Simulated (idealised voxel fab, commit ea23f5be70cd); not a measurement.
Process module name: voxel self aligned vias
In the cross-section labelled cut, the width is 175 nm and each square cell is 5 nm.
Format of a cross-section: grid, square cells. Given as bands. Order: top down. Band: one or more rows of cells.
In this notation a band is specified by the heights of its top and bottom, in that order and in nm, after which its materials appear from left to right, each paired with its width in nm. The word "edge to edge" attached to a single material means that material fills the band from edge to edge; the word "empty" stands for empty space.
Note: height 0 marks the level under which the wafer is uniformly one material as received. Lowest band unbounded below, written "top 0, no bottom".
You'd read "30->40" like this: the band's top row of cells is as wide as the first number, its bottom row is as wide as the second, and going down, every row changes width by the same amount as the row before did.
"no modification" (step): cross-section cells unchanged, all of them.
"Sealed internal cavities" specifies each empty space that is not open to the top and that occupies no fewer than 8 cells, using the form width x height at distance, the distance measured from the left edge and all three quantities in nm.
Note: text after step settings on the step line = simulator remark on that step.
"overlay nm" answers the question of how far to the right of plan the mask lay on a step that has a mask, and when it is negative the answer is to the left.
**These are the steps we planned for the process**
step 1: RECEIVE [material Si]
step 2: CONFORMAL_DEP [material SiO2] [thk nm 10]
step 3: CONFORMAL_DEP [material SiCN] [thk nm 5]
step 4: DIRECTIONAL_DEP [material SiO2] [thk nm 25]
step 5: PATTERN [tone open] [mask id LINES] [material resist] [width nm 30] [pitch nm 65] [thk nm 20] [overlay nm 0]
step 6: DIRECTIONAL_ETCH [etch materials SiO2] [depth nm 25]
step 7: STRIP [etch materials resist]
step 8: CONFORMAL_DEP [material TiN] [thk nm 5]
step 9: FILL_DEP [material W] [thk nm 10]
step 10: CMP [height nm 40]
step 11: SELECTIVE_ETCH [etch materials W Ru TiN] [depth nm 10]
step 12: FILL_DEP [material SiN] [thk nm 10]
step 13: CMP [height nm 40]
step 14: DIRECTIONAL_DEP [material SiO2] [thk nm 15]
step 15: DIRECTIONAL_DEP [material aC] [thk nm 10]
step 16: PATTERN [tone open] [mask id VIAS] [material resist] [width nm 50] [thk nm 25] [overlay nm 0]
step 17: DIRECTIONAL_ETCH [etch materials aC] [depth nm 10]
step 18: STRIP [etch materials resist]
step 19: DIRECTIONAL_ETCH [etch materials SiO2] [depth nm 15]
step 20: DIRECTIONAL_ETCH [etch materials SiN] [depth nm 10]
step 21: STRIP [etch materials aC]
step 22: CONFORMAL_DEP [material TiN] [thk nm 5]
step 23: FILL_DEP [material Ru] [thk nm 10]
step 24: CMP [height nm 55]
step 25: CONFORMAL_DEP [material SiN] [thk nm 5]
**Received-state cross-section, reflecting completion of step 1**
top 0, no bottom | Si edge to edge
Sealed internal cavities: none
**The cross-section shown corresponds to the wafer at the conclusion of the module. The initial structure and the process plan are those presented above; however, one mistake occurred in executing the plan**
top 60, bottom 55 | SiN edge to edge
top 55, bottom 45 | Ru (25), TiN (5), SiO2 (50), TiN (5), Ru (90)
top 45, bottom 40 | TiN (30), SiO2 (50), TiN (30), Ru (20), TiN (45)
top 40, bottom 35 | SiO2 (40), SiN (30), SiO2 (35), TiN (5), Ru (20), TiN (5), SiO2 (40)
top 35, bottom 30 | SiO2 (40), SiN (30), SiO2 (35), TiN (30), SiO2 (40)
top 30, bottom 20 | SiO2 (40), TiN (5), W (20), TiN (5), SiO2 (35), TiN (5), W (20), TiN (5), SiO2 (40)
top 20, bottom 15 | SiO2 (40), TiN (30), SiO2 (35), TiN (30), SiO2 (40)
top 15, bottom 10 | SiCN edge to edge
top 10, bottom 0 | SiO2 edge to edge
top 0, no bottom | Si edge to edge
Sealed internal cavities: none
Misprocessing identified: step 16, actual vs plan mismatch, actual run PATTERN [tone cover] [mask id VIAS] [material resist] [width nm 50] [thk nm 25] [overlay nm 0]
